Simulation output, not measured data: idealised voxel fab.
process module | voxel tone inversion
The width of the displayed cross-section, cut, is 230 nm; its cells are square, with a size of 5 nm.
Just so we're on the same page, the cross-sections are grids of square cells, and they're listed out in bands top to bottom, each band one or more rows deep. Within each band entry, the heights of the top and of the bottom of the band appear first, in that order and in nm; the materials of the band then follow from left to right, each with its corresponding width in nm. The designation "edge to edge" on a single material indicates that it fills the band from edge to edge; the designation "empty" indicates empty space. Measure heights from 0. That's the level where, below it, the as-received wafer is all one material. The lowest band is bottomless and extends downward; write it as in "z 0 and below". Think of "30..40" as a width that walks from the first number to the second as you go down the band, top row to bottom row, taking equal-sized steps from row to row. When a step is marked "no modifications", none of the cells in the cross-section changed during that step. Enclosed voids (no open way to top), threshold 8 cells or more, entry "Trapped void list", notation width x height at distance, distance from left edge, nm. Text after the settings on a step's line: the simulator's own remark on that step. Each step line may optionally specify "overlay nm", which for a step with a mask gives the rightward distance between the mask's planned place and where it lay, a negative value indicating the leftward direction.
Plan:
| 1 | RECEIVE (material Si) |
| 2 | CONFORMAL_DEP (material SiN; thk nm 5) |
| 3 | DIRECTIONAL_DEP (material aC; thk nm 15) |
| 4 | PATTERN (tone cover; mask id POSTS; material resist; width nm 25; pitch nm 40; thk nm 20; overlay nm 0) |
| 5 | DIRECTIONAL_ETCH (etch materials aC; depth nm 15) |
| 6 | STRIP (etch materials resist) |
| 7 | FILL_DEP (material lowk; thk nm 10) |
| 8 | CMP (height nm 20) |
| 9 | STRIP (etch materials aC) |
| 10 | CONFORMAL_DEP (material TiN; thk nm 5) |
| 11 | FILL_DEP (material Ru; thk nm 5) |
| 12 | CMP (height nm 20) |
| 13 | CONFORMAL_DEP (material SiN; thk nm 5) |
Step 1 complete: cross-section of the wafer as received:
- z 0 and below  Si edge to edge
- Trapped void list: none
Cross-sectional view of the first of the two wafers upon completion of the module, processed in accordance with the plan:
- z 25 to 20  SiN edge to edge
- z 20 to 10  lowk 80, then TiN 5, then Ru 15, then TiN 5, then lowk 15, then TiN 5, then Ru 15, then TiN 5, then lowk 85
- z 10 to 5  lowk 80, then TiN 25, then lowk 15, then TiN 25, then lowk 85
- z 5 to 0  SiN edge to edge
- z 0 and below  Si edge to edge
- Trapped void list: none
Second wafer of the two, sectioned at the end of the module. It began like the first and followed the same plan, but one mistake was made while running it:
- z 25 to 20  SiN edge to edge
- z 20 to 10  lowk 70, then TiN 5, then Ru 15, then TiN 5, then lowk 15, then TiN 5, then Ru 15, then TiN 5, then lowk 95
- z 10 to 5  lowk 70, then TiN 25, then lowk 15, then TiN 25, then lowk 95
- z 5 to 0  SiN edge to edge
- z 0 and below  Si edge to edge
- Trapped void list: none
Finding, execution versus plan: step 4 ran as: PATTERN (tone cover; mask id POSTS; material resist; width nm 25; pitch nm 40; thk nm 20; overlay nm -10)
Both wafers, final: cells per material equal; arrangement not.
